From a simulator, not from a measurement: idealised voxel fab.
Process module heading - voxel capacitor over wiring
We display cut, a cross-section 180 nm in width whose square cells are each 5 nm.
In this document a cross-section is written as a grid of square cells. It is given as a series of bands, listed from the top down, and a band is one or more rows of cells.
Heads up on the band format: heights come first, top then bottom, in nm. After that it's the materials left to right, each with its width in nm. A single material flagged "all across" fills the whole band edge to edge, and "air" means there's empty space there.
Basically, 0 is our baseline, since under it the wafer straight out of the box is all one material. The bottom band has no lower end and keeps on going down, so it looks like "0 down".
The notation "30->40" denotes a width that varies across the rows of cells in the band, beginning at the first number in the top row, finishing at the second number in the bottom row, and changing by an identical amount from each row to the next.
The designation "changes: none", where it is given for a processing step, indicates that no cell of the cross-section was altered in the course of that step.
"Enclosed internal voids" contains a list of empty spaces, each no smaller than 8 cells and without an open way to the top, written in the form width x height at distance with the distance from the left edge and all three in nm.
Anything after a step's settings on that line? It's the simulator's own note about the step.
"overlay nm" answers the question of how far to the right of plan the mask lay on a step that has a mask, and when it is negative the answer is to the left.
The planned process steps are enumerated hereunder
1. RECEIVE,material Si
2. CONFORMAL_DEP,material SiO2,thk nm 15
3. DIRECTIONAL_DEP,material TiN,thk nm 5
4. DIRECTIONAL_DEP,material W,thk nm 20
5. MASKED_ETCH,tone cover,mask id METAL_1,width nm 20,pitch nm 75,etch materials W,depth nm 20,overlay nm 0
6. MASKED_ETCH,tone cover,mask id METAL_1,width nm 20,pitch nm 75,etch materials TiN,depth nm 5,overlay nm 0
7. CONFORMAL_DEP,material SiCN,thk nm 5
8. FILL_DEP,material SiO2,thk nm 10
9. CMP,height nm 40
10. CONFORMAL_DEP,material SiCN,thk nm 5
11. DIRECTIONAL_DEP,material lowk,thk nm 20
12. DIRECTIONAL_DEP,material aC,thk nm 10
13. PATTERN,tone open,mask id PLUG_1,material resist,width nm 15,thk nm 25,overlay nm 0
14. DIRECTIONAL_ETCH,etch materials aC,depth nm 10
15. STRIP,etch materials resist
16. DIRECTIONAL_ETCH,etch materials lowk,depth nm 20
17. DIRECTIONAL_ETCH,etch materials SiCN,depth nm 5
18. STRIP,etch materials aC
19. CONFORMAL_DEP,material TiN,thk nm 5
20. FILL_DEP,material Ru,thk nm 5
21. CMP,height nm 65
22. DIRECTIONAL_DEP,material TiN,thk nm 5
23. DIRECTIONAL_DEP,material HfO2,thk nm 5
24. DIRECTIONAL_DEP,material TiN,thk nm 5
25. MASKED_ETCH,tone cover,mask id UPPER_PLATE,width nm 60,etch materials TiN,depth nm 5,overlay nm 0
26. MASKED_ETCH,tone cover,mask id UPPER_PLATE,width nm 60,etch materials HfO2,depth nm 5,overlay nm 0
27. MASKED_ETCH,tone cover,mask id LOWER_PLATE,width nm 70,etch materials TiN,depth nm 5,overlay nm 0
28. FILL_DEP,material SiO2,thk nm 20
29. CMP,height nm 95
30. PATTERN,tone open,mask id PLUG_2,material resist,width nm 15,thk nm 20,overlay nm 0
31. DIRECTIONAL_ETCH,etch materials SiO2,depth nm 15
32. STRIP,etch materials resist
33. CONFORMAL_DEP,material TiN,thk nm 5
34. FILL_DEP,material Ru,thk nm 10
35. CMP,height nm 95
36. CONFORMAL_DEP,material SiN,thk nm 5
First wafer out of two, processed as planned
Cross-section of the wafer upon arrival, representing the state reached after step 1
> 0 down  Si all across
> Enclosed internal voids: none
After step 2
> 15 to 0  SiO2 all across
> Under 0: no change, same as before.
After step 3
> 20 to 15  TiN all across
> Under 15: no change, same as before.
After step 4
> 40 to 20  W all across
> Under 20: no change, same as before.
After step 5
> 40 to 20  air: 40 / W: 20 / air: 55 / W: 20 / air: 45
> Under 20: no change, same as before.
After step 6
> 40 to 20  air: 40 / W: 20 / air: 55 / W: 20 / air: 45
> 20 to 15  air: 40 / TiN: 20 / air: 55 / TiN: 20 / air: 45
> Under 15: no change, same as before.
After step 7
> 45 to 40  air: 35 / SiCN: 30 / air: 45 / SiCN: 30 / air: 40
> 40 to 20  air: 35 / SiCN: 5 / W: 20 / SiCN: 5 / air: 45 / SiCN: 5 / W: 20 / SiCN: 5 / air: 40
> 20 to 15  SiCN: 40 / TiN: 20 / SiCN: 55 / TiN: 20 / SiCN: 45
> Under 15: no change, same as before.
After step 8
> 55 to 45  SiO2 all across
> 45 to 40  SiO2: 35 / SiCN: 30 / SiO2: 45 / SiCN: 30 / SiO2: 40
> 40 to 20  SiO2: 35 / SiCN: 5 / W: 20 / SiCN: 5 / SiO2: 45 / SiCN: 5 / W: 20 / SiCN: 5 / SiO2: 40
> Under 20: no change, same as before.
After step 9
> 40 to 20  SiO2: 35 / SiCN: 5 / W: 20 / SiCN: 5 / SiO2: 45 / SiCN: 5 / W: 20 / SiCN: 5 / SiO2: 40
> Under 20: no change, same as before.
After step 10
> 45 to 40  SiCN all across
> Under 40: no change, same as before.
After step 11
> 65 to 45  lowk all across
> Under 45: no change, same as before.
After step 12
> 75 to 65  aC all across
> Under 65: no change, same as before.
After step 13
> 100 to 75  resist: 45 / air: 15 / resist: 120
> Under 75: no change, same as before.
After step 14
> 90 to 75  resist: 45 / air: 15 / resist: 120
> 75 to 65  aC: 45 / air: 15 / aC: 120
> Under 65: no change, same as before.
After step 15
> 75 to 65  aC: 45 / air: 15 / aC: 120
> Under 65: no change, same as before.
After step 16
> 75 to 65  aC: 45 / air: 15 / aC: 120
> 65 to 45  lowk: 45 / air: 15 / lowk: 120
> Under 45: no change, same as before.
After step 17
> 75 to 65  aC: 45 / air: 15 / aC: 120
> 65 to 45  lowk: 45 / air: 15 / lowk: 120
> 45 to 40  SiCN: 45 / air: 15 / SiCN: 120
> Under 40: no change, same as before.
After step 18
> 65 to 45  lowk: 45 / air: 15 / lowk: 120
> Under 45: no change, same as before.
After step 19
> 70 to 65  TiN: 50 / air: 5 / TiN: 125
> 65 to 45  lowk: 45 / TiN: 5 / air: 5 / TiN: 5 / lowk: 120
> 45 to 40  SiCN: 45 / TiN: 15 / SiCN: 120
> Under 40: no change, same as before.
After step 20
> 75 to 70  Ru all across
> 70 to 65  TiN: 50 / Ru: 5 / TiN: 125
> 65 to 45  lowk: 45 / TiN: 5 / Ru: 5 / TiN: 5 / lowk: 120
> Under 45: no change, same as before.
After step 21
> 65 to 45  lowk: 45 / TiN: 5 / Ru: 5 / TiN: 5 / lowk: 120
> Under 45: no change, same as before.
After step 22
> 70 to 65  TiN all across
> Under 65: no change, same as before.
After step 23
> 75 to 70  HfO2 all across
> Under 70: no change, same as before.
After step 24
> 80 to 75  TiN all across
> Under 75: no change, same as before.
After step 25
> 80 to 75  air: 45 / TiN: 60 / air: 75
> Under 75: no change, same as before.
After step 26
> 80 to 75  air: 45 / TiN: 60 / air: 75
> 75 to 70  air: 45 / HfO2: 60 / air: 75
> Under 70: no change, same as before.
After step 27
> 80 to 75  air: 45 / TiN: 60 / air: 75
> 75 to 70  air: 45 / HfO2: 60 / air: 75
> 70 to 65  air: 40 / TiN: 70 / air: 70
> Under 65: no change, same as before.
After step 28
> 100 to 80  SiO2 all across
> 80 to 75  SiO2: 45 / TiN: 60 / SiO2: 75
> 75 to 70  SiO2: 45 / HfO2: 60 / SiO2: 75
> 70 to 65  SiO2: 40 / TiN: 70 / SiO2: 70
> Under 65: no change, same as before.
After step 29
> 95 to 80  SiO2 all across
> Under 80: no change, same as before.
After step 30
> 115 to 95  resist: 55 / air: 15 / resist: 110
> Under 95: no change, same as before.
After step 31
> 115 to 95  resist: 55 / air: 15 / resist: 110
> 95 to 80  SiO2: 55 / air: 15 / SiO2: 110
> Under 80: no change, same as before.
After step 32
> 95 to 80  SiO2: 55 / air: 15 / SiO2: 110
> Under 80: no change, same as before.
After step 33
> 100 to 95  TiN: 60 / air: 5 / TiN: 115
> 95 to 85  SiO2: 55 / TiN: 5 / air: 5 / TiN: 5 / SiO2: 110
> 85 to 75  SiO2: 55->45 / TiN: 15->60 / SiO2: 110->75
> Under 75: no change, same as before.
After step 34
> 110 to 100  Ru all across
> 100 to 95  TiN: 60 / Ru: 5 / TiN: 115
> 95 to 85  SiO2: 55 / TiN: 5 / Ru: 5 / TiN: 5 / SiO2: 110
> Under 85: no change, same as before.
After step 35
> 95 to 85  SiO2: 55 / TiN: 5 / Ru: 5 / TiN: 5 / SiO2: 110
> Under 85: no change, same as before.
After step 36
> 100 to 95  SiN all across
> Under 95: no change, same as before.
Here the second wafer is described. Its start and its plan were those of the first wafer. Its run contained one mistake. Up to and including step 4, it did exactly what the first wafer did
Second wafer shown in cross-section at the time step 5 was slated to end
> 40 to 20  W: 40 / air: 20 / W: 55 / air: 20 / W: 45
> Under 20: no change, same as before.
Second wafer shown in cross-section at the time step 6 was slated to end: changes: none
Second wafer shown in cross-section at the time step 7 was slated to end
> 45 to 40  SiCN: 45 / air: 10 / SiCN: 65 / air: 10 / SiCN: 50
> 40 to 25  W: 40 / SiCN: 5 / air: 10 / SiCN: 5 / W: 55 / SiCN: 5 / air: 10 / SiCN: 5 / W: 45
> 25 to 20  W: 40 / SiCN: 20 / W: 55 / SiCN: 20 / W: 45
> Under 20: no change, same as before.
Second wafer shown in cross-section at the time step 8 was slated to end
> 55 to 45  SiO2 all across
> 45 to 40  SiCN: 45 / SiO2: 10 / SiCN: 65 / SiO2: 10 / SiCN: 50
> 40 to 25  W: 40 / SiCN: 5 / SiO2: 10 / SiCN: 5 / W: 55 / SiCN: 5 / SiO2: 10 / SiCN: 5 / W: 45
> Under 25: no change, same as before.
Second wafer shown in cross-section at the time step 9 was slated to end
> 40 to 25  W: 40 / SiCN: 5 / SiO2: 10 / SiCN: 5 / W: 55 / SiCN: 5 / SiO2: 10 / SiCN: 5 / W: 45
> Under 25: no change, same as before.
Second wafer shown in cross-section at the time step 10 was slated to end
> 45 to 40  SiCN all across
> Under 40: no change, same as before.
Second wafer shown in cross-section at the time step 11 was slated to end
> 65 to 45  lowk all across
> Under 45: no change, same as before.
Second wafer shown in cross-section at the time step 12 was slated to end
> 75 to 65  aC all across
> Under 65: no change, same as before.
Second wafer shown in cross-section at the time step 13 was slated to end
> 100 to 75  resist: 45 / air: 15 / resist: 120
> Under 75: no change, same as before.
Second wafer shown in cross-section at the time step 14 was slated to end
> 90 to 75  resist: 45 / air: 15 / resist: 120
> 75 to 65  aC: 45 / air: 15 / aC: 120
> Under 65: no change, same as before.
Second wafer shown in cross-section at the time step 15 was slated to end
> 75 to 65  aC: 45 / air: 15 / aC: 120
> Under 65: no change, same as before.
Second wafer shown in cross-section at the time step 16 was slated to end
> 75 to 65  aC: 45 / air: 15 / aC: 120
> 65 to 45  lowk: 45 / air: 15 / lowk: 120
> Under 45: no change, same as before.
Second wafer shown in cross-section at the time step 17 was slated to end
> 75 to 65  aC: 45 / air: 15 / aC: 120
> 65 to 45  lowk: 45 / air: 15 / lowk: 120
> 45 to 40  SiCN: 45 / air: 15 / SiCN: 120
> Under 40: no change, same as before.
Second wafer shown in cross-section at the time step 18 was slated to end
> 65 to 45  lowk: 45 / air: 15 / lowk: 120
> Under 45: no change, same as before.
Second wafer shown in cross-section at the time step 19 was slated to end
> 70 to 65  TiN: 50 / air: 5 / TiN: 125
> 65 to 45  lowk: 45 / TiN: 5 / air: 5 / TiN: 5 / lowk: 120
> 45 to 40  SiCN: 45 / TiN: 15 / SiCN: 120
> Under 40: no change, same as before.
Second wafer shown in cross-section at the time step 20 was slated to end
> 75 to 70  Ru all across
> 70 to 65  TiN: 50 / Ru: 5 / TiN: 125
> 65 to 45  lowk: 45 / TiN: 5 / Ru: 5 / TiN: 5 / lowk: 120
> Under 45: no change, same as before.
Second wafer shown in cross-section at the time step 21 was slated to end
> 65 to 45  lowk: 45 / TiN: 5 / Ru: 5 / TiN: 5 / lowk: 120
> Under 45: no change, same as before.
Second wafer shown in cross-section at the time step 22 was slated to end
> 70 to 65  TiN all across
> Under 65: no change, same as before.
Second wafer shown in cross-section at the time step 23 was slated to end
> 75 to 70  HfO2 all across
> Under 70: no change, same as before.
Second wafer shown in cross-section at the time step 24 was slated to end
> 80 to 75  TiN all across
> Under 75: no change, same as before.
Second wafer shown in cross-section at the time step 25 was slated to end
> 80 to 75  air: 45 / TiN: 60 / air: 75
> Under 75: no change, same as before.
Second wafer shown in cross-section at the time step 26 was slated to end
> 80 to 75  air: 45 / TiN: 60 / air: 75
> 75 to 70  air: 45 / HfO2: 60 / air: 75
> Under 70: no change, same as before.
Second wafer shown in cross-section at the time step 27 was slated to end
> 80 to 75  air: 45 / TiN: 60 / air: 75
> 75 to 70  air: 45 / HfO2: 60 / air: 75
> 70 to 65  air: 40 / TiN: 70 / air: 70
> Under 65: no change, same as before.
Second wafer shown in cross-section at the time step 28 was slated to end
> 100 to 80  SiO2 all across
> 80 to 75  SiO2: 45 / TiN: 60 / SiO2: 75
> 75 to 70  SiO2: 45 / HfO2: 60 / SiO2: 75
> 70 to 65  SiO2: 40 / TiN: 70 / SiO2: 70
> Under 65: no change, same as before.
Second wafer shown in cross-section at the time step 29 was slated to end
> 95 to 80  SiO2 all across
> Under 80: no change, same as before.
Second wafer shown in cross-section at the time step 30 was slated to end
> 115 to 95  resist: 55 / air: 15 / resist: 110
> Under 95: no change, same as before.
Second wafer shown in cross-section at the time step 31 was slated to end
> 115 to 95  resist: 55 / air: 15 / resist: 110
> 95 to 80  SiO2: 55 / air: 15 / SiO2: 110
> Under 80: no change, same as before.
Second wafer shown in cross-section at the time step 32 was slated to end
> 95 to 80  SiO2: 55 / air: 15 / SiO2: 110
> Under 80: no change, same as before.
Second wafer shown in cross-section at the time step 33 was slated to end
> 100 to 95  TiN: 60 / air: 5 / TiN: 115
> 95 to 85  SiO2: 55 / TiN: 5 / air: 5 / TiN: 5 / SiO2: 110
> 85 to 75  SiO2: 55->45 / TiN: 15->60 / SiO2: 110->75
> Under 75: no change, same as before.
Second wafer shown in cross-section at the time step 34 was slated to end
> 110 to 100  Ru all across
> 100 to 95  TiN: 60 / Ru: 5 / TiN: 115
> 95 to 85  SiO2: 55 / TiN: 5 / Ru: 5 / TiN: 5 / SiO2: 110
> Under 85: no change, same as before.
Second wafer shown in cross-section at the time step 35 was slated to end
> 95 to 85  SiO2: 55 / TiN: 5 / Ru: 5 / TiN: 5 / SiO2: 110
> Under 85: no change, same as before.
Second wafer shown in cross-section at the time step 36 was slated to end
> 100 to 95  SiN all across
> Under 95: no change, same as before.
Error vs. plan: step 5, actual vs plan mismatch, actual run MASKED_ETCH,tone open,mask id METAL_1,width nm 20,pitch nm 75,etch materials W,depth nm 20,overlay nm 0
At the finish, the second wafer shows more or fewer cells for some materials than the first does: -24 SiCN | -84 SiO2 | +28 TiN | +80 W
